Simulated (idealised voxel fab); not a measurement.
process module | voxel quadruple lines
cross-section cut | 240 nm wide | cells 5 nm
A cross-section is a grid of square cells, given in bands from the top down. A band is one or more rows of cells.
Each band's line starts with the height of the band's top and of its bottom, in nm. Then come its materials from left to right, each with its width in nm. One material with "throughout" fills the band from edge to edge. "air" is empty space.
Height 0 is the level under which the wafer as received is all one material. The lowest band goes on downwards, as in "0 down".
A width such as "30 to 40" changes by the same amount from each row of cells to the next, from the band's top row to its bottom row.
"no change" after a step means that no cell of the cross-section changed.
closed voids: empty space of 8 cells or more with no open way to the top, each as width x height at its distance from the left edge, in nm
after a step's settings: what the simulator itself notes on the step
overlay nm, on a step with a mask: how far to the right of its planned place the mask lay; to the left if negative
plan
1 op RECEIVE | material Si
2 op CONFORMAL_DEP | material SiO2 | thk nm 10
3 op DIRECTIONAL_DEP | material TiN | thk nm 15
4 op DIRECTIONAL_DEP | material polySi | thk nm 20
5 op DIRECTIONAL_DEP | material aC | thk nm 20
6 op PATTERN | tone cover | mask id MANDREL | material resist | width nm 30 | thk nm 30 | overlay nm 0
7 op DIRECTIONAL_ETCH | etch materials aC | depth nm 20
8 op STRIP | etch materials resist
9 op CONFORMAL_DEP | material SiO2 | thk nm 10
10 op DIRECTIONAL_ETCH | etch materials SiO2 | depth nm 10
11 op STRIP | etch materials aC
12 op DIRECTIONAL_ETCH | etch materials polySi | depth nm 20
13 op STRIP | etch materials SiO2
14 op CONFORMAL_DEP | material SiCN | thk nm 10
15 op DIRECTIONAL_ETCH | etch materials SiCN | depth nm 10
16 op STRIP | etch materials polySi
17 op DIRECTIONAL_ETCH | etch materials TiN | depth nm 15
18 op STRIP | etch materials SiCN
as received, after step 1
  0 down: Si throughout
  closed voids: none
a wafer at the end: this start, this plan, one mistake
  15 to 10: air 85 | TiN 10 | air 10 | TiN 10 | air 10 | TiN 10 | air 10 | TiN 10 | air 85
  10 to 0: SiO2 throughout
  0 down: Si throughout
  closed voids: none
what went wrong: step 3 ran as: op DIRECTIONAL_DEP | material TiN | thk nm 5
